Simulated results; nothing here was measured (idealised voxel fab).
process module | voxel lift off
cross-section cut | 250 nm wide | cells 5 nm
A cross-section is a grid of square cells, given in bands from the top down. A band is one or more rows of cells.
Each band's line starts with the height of the band's top and of its bottom, in nm. Then come its materials from left to right, each with its width in nm. One material with "throughout" fills the band from edge to edge. "air" is empty space.
Height 0 is the level under which the wafer as received is all one material. The lowest band goes on downwards, as in "0 down".
A width such as "30 to 40" changes by the same amount from each row of cells to the next, from the band's top row to its bottom row.
"no change" after a step means that no cell of the cross-section changed.
closed voids: empty space of 8 cells or more with no open way to the top, each as width x height at its distance from the left edge, in nm
after a step's settings: what the simulator itself notes on the step
overlay nm, on a step with a mask: how far to the right of its planned place the mask lay; to the left if negative
plan
1 op RECEIVE | material Si
2 op CONFORMAL_DEP | material SiO2 | thk nm 15
3 op PATTERN | tone open | mask id LINES | material resist | width nm 30 | pitch nm 55 | thk nm 30 | overlay nm 0
4 op DIRECTIONAL_DEP | material Ru | thk nm 15
5 op STRIP | etch materials resist
6 op CONFORMAL_DEP | material SiO2 | thk nm 10
as received, after step 1
  0 down: Si throughout
  closed voids: none
first wafer at the end, as planned
  40 to 30: air 70 | SiO2 50 | air 5 | SiO2 50 | air 75
  30 to 25: air 70 | SiO2 10 | Ru 30 | SiO2 10 | air 5 | SiO2 10 | Ru 30 | SiO2 10 | air 75
  25 to 15: SiO2 80 | Ru 30 | SiO2 25 | Ru 30 | SiO2 85
  15 to 0: SiO2 throughout
  0 down: Si throughout
  closed voids: none
second wafer at the end: like start, like plan, one mistake
  40 to 30: SiO2 90 | air 10 | SiO2 45 | air 10 | SiO2 95
  30 to 25: Ru 80 | SiO2 10 | air 10 | SiO2 10 | Ru 25 | SiO2 10 | air 10 | SiO2 10 | Ru 85
  25 to 15: Ru 80 | SiO2 30 | Ru 25 | SiO2 30 | Ru 85
  15 to 0: SiO2 throughout
  0 down: Si throughout
  closed voids: none
what went wrong: step 3 ran as: op PATTERN | tone cover | mask id LINES | material resist | width nm 30 | pitch nm 55 | thk nm 30 | overlay nm 0
at the end the second wafer has, in cells: 78 more of Ru
